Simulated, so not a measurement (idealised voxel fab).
Name of the process module below: voxel wiring stack
Displayed cross-section: cut, width of 260 nm, square cells sized 5 nm.
How to read a cross-section here: the picture is a grid of square cells, written as bands going from the top down, and any band can span one or more rows of cells.
It is stipulated that each band's entry specify, in nanometres, the height of the top of the band and then that of its bottom, followed by the materials of the band in left-to-right sequence, each together with its width in nanometres. A single material marked by the word "edge to edge" is understood to fill the band from edge to edge; the word "blank" is understood to denote empty space.
Ref level 0: as-received wafer is one material below here. Bottom band extends down with no lower bound ("0 down").
A width such as "30->40" changes by the same amount from each row of cells to the next, from the band's top row to its bottom row.
The cross-section has no changed cell in any step marked "all unchanged".
"Sealed internal cavities" means: voids of 8 cells or more that are shut off from the top with no open way through. Written width x height at distance, distance from the left edge, in nm.
Formally, on a step line, whatever follows the settings is a remark that the simulator itself makes on the step.
overlay nm: for a step with a mask, the amount by which the mask lay right of where it was planned; a negative amount means left of it.
**Planned step list for the process**
1. RECEIVE | material Si
2. CONFORMAL_DEP | material SiO2 | thk nm 15
3. CONFORMAL_DEP | material SiCN | thk nm 5
4. DIRECTIONAL_DEP | material lowk | thk nm 15
5. DIRECTIONAL_DEP | material aC | thk nm 10
6. PATTERN | tone open | mask id METAL_1 | material resist | width nm 20 | pitch nm 40 | thk nm 25 | overlay nm 0
7. DIRECTIONAL_ETCH | etch materials aC | depth nm 10
8. STRIP | etch materials resist
9. DIRECTIONAL_ETCH | etch materials lowk | depth nm 15
10. DIRECTIONAL_ETCH | etch materials SiCN | depth nm 5
11. STRIP | etch materials aC
12. CONFORMAL_DEP | material TiN | thk nm 5
13. FILL_DEP | material Cu | thk nm 5
14. CMP | height nm 35
15. EPI | material Ru | thk nm 5
16. FILL_DEP | material SiCN | thk nm 5
17. DIRECTIONAL_DEP | material SiO2 | thk nm 15
18. DIRECTIONAL_DEP | material aC | thk nm 15
19. PATTERN | tone open | mask id PLUG_1 | material resist | width nm 15 | pitch nm 40 | thk nm 30 | overlay nm 0
20. DIRECTIONAL_ETCH | etch materials aC | depth nm 15
21. STRIP | etch materials resist
22. DIRECTIONAL_ETCH | etch materials SiO2 | depth nm 15
23. DIRECTIONAL_ETCH | etch materials SiCN | depth nm 5
24. STRIP | etch materials aC
25. EPI | material Ru | thk nm 10
26. EPI | material Ru | thk nm 10
27. CONFORMAL_DEP | material SiCN | thk nm 5
28. DIRECTIONAL_DEP | material lowk | thk nm 20
29. PATTERN | tone open | mask id METAL_2 | material resist | width nm 20 | pitch nm 40 | thk nm 15 | overlay nm 0
30. DIRECTIONAL_ETCH | etch materials lowk | depth nm 20
31. DIRECTIONAL_ETCH | etch materials SiCN | depth nm 5
32. STRIP | etch materials resist
33. CONFORMAL_DEP | material TiN | thk nm 5
34. FILL_DEP | material W | thk nm 5
35. CMP | height nm 85
36. CONFORMAL_DEP | material SiCN | thk nm 5
37. DIRECTIONAL_DEP | material lowk | thk nm 30
38. MASKED_ETCH | tone open | mask id METAL_3 | width nm 20 | pitch nm 40 | etch materials lowk | depth nm 15 | overlay nm 0
39. MASKED_ETCH | tone open | mask id METAL_3_HOLES | width nm 15 | pitch nm 40 | etch materials lowk | depth nm 15 | overlay nm 0
40. MASKED_ETCH | tone open | mask id METAL_3_HOLES | width nm 15 | pitch nm 40 | etch materials SiCN | depth nm 5 | overlay nm 0
41. CONFORMAL_DEP | material TiN | thk nm 5
42. FILL_DEP | material Cu | thk nm 5
43. CMP | height nm 120
44. CONFORMAL_DEP | material SiCN | thk nm 5
45. DIRECTIONAL_DEP | material SiO2 | thk nm 20
46. MASKED_ETCH | tone open | mask id PLUG_3 | width nm 15 | pitch nm 40 | etch materials SiO2 | depth nm 20 | overlay nm 0
47. MASKED_ETCH | tone open | mask id PLUG_3 | width nm 15 | pitch nm 40 | etch materials SiCN | depth nm 5 | overlay nm 0
48. EPI | material Ru | thk nm 10
49. EPI | material Ru | thk nm 10
50. EPI | material Ru | thk nm 5
51. DIRECTIONAL_DEP | material TiN | thk nm 5
52. DIRECTIONAL_DEP | material W | thk nm 25
53. MASKED_ETCH | tone cover | mask id METAL_4 | width nm 20 | pitch nm 40 | etch materials W | depth nm 25 | overlay nm 0
54. MASKED_ETCH | tone cover | mask id METAL_4 | width nm 20 | pitch nm 40 | etch materials TiN | depth nm 5 | overlay nm 0
55. CONFORMAL_DEP | material SiCN | thk nm 5
56. FILL_DEP | material SiO2 | thk nm 5
57. CMP | height nm 175
58. CONFORMAL_DEP | material SiCN | thk nm 5
**Step 1 complete: cross-section of the wafer as received**
  0 down: Si edge to edge
  Sealed internal cavities: none
**Look at the cross-section after the module: the wafer started out the way shown above and the plan was the one shown above, yet one mistake was made along the way**
  180 to 175: SiCN edge to edge
  175 to 155: SiO2=75 / SiCN=5 / W=20 / SiCN=5 / SiO2=10 / SiCN=5 / W=20 / SiCN=5 / SiO2=10 / SiCN=5 / W=20 / SiCN=5 / SiO2=75
  155 to 150: SiO2=75 / SiCN=5 / W=20 / SiCN=20 / W=20 / SiCN=20 / W=20 / SiCN=15 / SiO2=65
  150 to 145: SiCN=80 / TiN=30 / SiCN=10 / TiN=30 / SiCN=10 / TiN=30 / SiCN=70
  145 to 125: SiO2=80 / Ru=15 / SiO2=25 / Ru=15 / SiO2=25 / Ru=15 / SiO2=85
  125 to 120: SiCN=80 / Ru=15 / SiCN=25 / Ru=15 / SiCN=25 / Ru=15 / SiCN=85
  120 to 110: lowk=80 / TiN=5 / Cu=10 / TiN=5 / lowk=20 / TiN=5 / Cu=10 / TiN=5 / lowk=20 / TiN=5 / Cu=10 / TiN=5 / lowk=80
  110 to 105: lowk=80 / TiN=5 / Cu=5 / TiN=10 / lowk=20 / TiN=5 / Cu=5 / TiN=10 / lowk=20 / TiN=5 / Cu=5 / TiN=10 / lowk=80
  105 to 90: lowk=80 / TiN=5 / Cu=5 / TiN=5 / lowk=25 / TiN=5 / Cu=5 / TiN=5 / lowk=25 / TiN=5 / Cu=5 / TiN=5 / lowk=85
  90 to 85: SiCN=80 / TiN=15 / SiCN=25 / TiN=15 / SiCN=25 / TiN=15 / SiCN=85
  85 to 65: lowk=80 / TiN=5 / W=10 / TiN=5 / lowk=20 / TiN=5 / W=10 / TiN=5 / lowk=20 / TiN=5 / W=10 / TiN=5 / lowk=80
  65 to 60: SiCN=80 / TiN=20 / SiCN=20 / TiN=20 / SiCN=20 / TiN=20 / SiCN=80
  60 to 45: SiO2=80 / Ru=15 / SiO2=25 / Ru=15 / SiO2=25 / Ru=15 / SiO2=85
  45 to 35: SiCN=80->75 / Ru=15->30 / SiCN=25->10 / Ru=15->30 / SiCN=25->10 / Ru=15->30 / SiCN=85->75
  35 to 20: lowk=80 / TiN=5 / Cu=10 / TiN=5 / lowk=20 / TiN=5 / Cu=10 / TiN=5 / lowk=20 / TiN=5 / Cu=10 / TiN=5 / lowk=80
  20 to 15: SiCN=80 / TiN=20 / SiCN=20 / TiN=20 / SiCN=20 / TiN=20 / SiCN=80
  15 to 0: SiO2 edge to edge
  0 down: Si edge to edge
  Sealed internal cavities: none
Against the plan, the run slipped here: contrary to plan, step 54 was performed as MASKED_ETCH | tone cover | mask id METAL_4 | width nm 20 | pitch nm 40 | etch materials TiN | depth nm 5 | overlay nm 10
